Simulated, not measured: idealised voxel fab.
process module | voxel gate over fins
cross-section cut | 255 nm wide | cells 5 nm
A cross-section is a grid of square cells, given in bands from the top down. A band is one or more rows of cells.
Each band's line starts with the height of the band's top and of its bottom, in nm. Then come its materials from left to right, each with its width in nm. One material with "throughout" fills the band from edge to edge. "air" is empty space.
Height 0 is the level under which the wafer as received is all one material. The lowest band goes on downwards, as in "0 down".
A width such as "30 to 40" changes by the same amount from each row of cells to the next, from the band's top row to its bottom row.
"no change" after a step means that no cell of the cross-section changed.
closed voids: empty space of 8 cells or more with no open way to the top, each as width x height at its distance from the left edge, in nm
after a step's settings: what the simulator itself notes on the step
overlay nm, on a step with a mask: how far to the right of its planned place the mask lay; to the left if negative
plan
1 op RECEIVE | material Si
2 op CONFORMAL_DEP | material SiN | thk nm 10
3 op MASKED_ETCH | tone cover | mask id FINS | width nm 15 | pitch nm 55 | etch materials SiN | depth nm 10 | overlay nm 0
4 op MASKED_ETCH | tone cover | mask id FINS | width nm 15 | pitch nm 55 | etch materials Si | depth nm 40 | overlay nm 0
5 op OXIDIZE | depth nm 5
6 op FILL_DEP | material SiO2 | thk nm 10
7 op CMP | height nm 10
8 op DIRECTIONAL_DEP | material aC | thk nm 10
9 op PATTERN | tone open | mask id RAIL | material resist | width nm 15 | thk nm 30 | overlay nm 0
10 op DIRECTIONAL_ETCH | etch materials aC | depth nm 10
11 op STRIP | etch materials resist
12 op DIRECTIONAL_ETCH | etch materials SiO2 | depth nm 45
13 op STRIP | etch materials aC
14 op CONFORMAL_DEP | material TiN | thk nm 5
15 op FILL_DEP | material W | thk nm 10
16 op CMP | height nm 10
17 op SELECTIVE_ETCH | etch materials W Ru TiN | depth nm 35
18 op FILL_DEP | material SiO2 | thk nm 5
19 op CMP | height nm 10
20 op SELECTIVE_ETCH | etch materials SiO2 | depth nm 25
21 op STRIP | etch materials SiN
22 op CONFORMAL_DEP | material HfO2 | thk nm 5
23 op CONFORMAL_DEP | material TiN | thk nm 5
24 op FILL_DEP | material W | thk nm 15
25 op CMP | height nm 20
26 op CONFORMAL_DEP | material SiCN | thk nm 10
as received, after step 1
  0 down: Si throughout
  closed voids: none
first wafer at the end, as planned
  30 to 20: SiCN throughout
  20 to 10: W throughout
  10 to 5: W 30 | TiN 25 | W 30 | TiN 25 | W 30 | TiN 25 | W 30 | TiN 25 | W 35
  5 to 0: W 30 | TiN 5 | HfO2 15 | TiN 5 | W 30 | TiN 5 | HfO2 15 | TiN 5 | W 30 | TiN 5 | HfO2 15 | TiN 5 | W 30 | TiN 5 | HfO2 15 | TiN 5 | W 35
  0 to -5: W 30 | TiN 5 | HfO2 5 | Si 5 | HfO2 5 | TiN 5 | W 30 | TiN 5 | HfO2 5 | Si 5 | HfO2 5 | TiN 5 | W 30 | TiN 5 | HfO2 5 | Si 5 | HfO2 5 | TiN 5 | W 30 | TiN 5 | HfO2 5 | Si 5 | HfO2 5 | TiN 5 | W 35
  -5 to -10: TiN 35 | HfO2 5 | Si 5 | HfO2 5 | TiN 40 | HfO2 5 | Si 5 | HfO2 5 | TiN 40 | HfO2 5 | Si 5 | HfO2 5 | TiN 40 | HfO2 5 | Si 5 | HfO2 5 | TiN 40
  -10 to -15: HfO2 40 | Si 5 | HfO2 50 | Si 5 | HfO2 50 | Si 5 | HfO2 50 | Si 5 | HfO2 45
  -15 to -25: SiO2 40 | Si 5 | SiO2 50 | Si 5 | SiO2 50 | Si 5 | SiO2 50 | Si 5 | SiO2 45
  -25 to -30: SiO2 40 | Si 5 | SiO2 15 | TiN 5 | W 5 | TiN 5 | SiO2 20 | Si 5 | SiO2 50 | Si 5 | SiO2 50 | Si 5 | SiO2 45
  -30 to -35: SiO2 40 | Si 5 | SiO2 15 | TiN 15 | SiO2 20 | Si 5 | SiO2 50 | Si 5 | SiO2 50 | Si 5 | SiO2 45
  -35 to -45: SiO2 40 | Si 5 | SiO2 50 | Si 5 | SiO2 50 | Si 5 | SiO2 50 | Si 5 | SiO2 45
  -45 down: Si throughout
  closed voids: none
second wafer at the end: like start, like plan, one mistake
  30 to 20: SiCN throughout
  20 to 5: W throughout
  5 to 0: W 35 | TiN 15 | W 40 | TiN 15 | W 40 | TiN 15 | W 40 | TiN 15 | W 40
  0 to -10: W 35 | TiN 5 | Si 5 | TiN 5 | W 40 | TiN 5 | Si 5 | TiN 5 | W 40 | TiN 5 | Si 5 | TiN 5 | W 40 | TiN 5 | Si 5 | TiN 5 | W 40
  -10 to -15: TiN 40 | Si 5 | TiN 50 | Si 5 | TiN 50 | Si 5 | TiN 50 | Si 5 | TiN 45
  -15 to -25: SiO2 40 | Si 5 | SiO2 50 | Si 5 | SiO2 50 | Si 5 | SiO2 50 | Si 5 | SiO2 45
  -25 to -30: SiO2 40 | Si 5 | SiO2 15 | TiN 5 | W 5 | TiN 5 | SiO2 20 | Si 5 | SiO2 50 | Si 5 | SiO2 50 | Si 5 | SiO2 45
  -30 to -35: SiO2 40 | Si 5 | SiO2 15 | TiN 15 | SiO2 20 | Si 5 | SiO2 50 | Si 5 | SiO2 50 | Si 5 | SiO2 45
  -35 to -45: SiO2 40 | Si 5 | SiO2 50 | Si 5 | SiO2 50 | Si 5 | SiO2 50 | Si 5 | SiO2 45
  -45 down: Si throughout
  closed voids: none
what went wrong: step 22 was left out
at the end the second wafer has, in cells: 75 fewer of HfO2 | 75 more of W
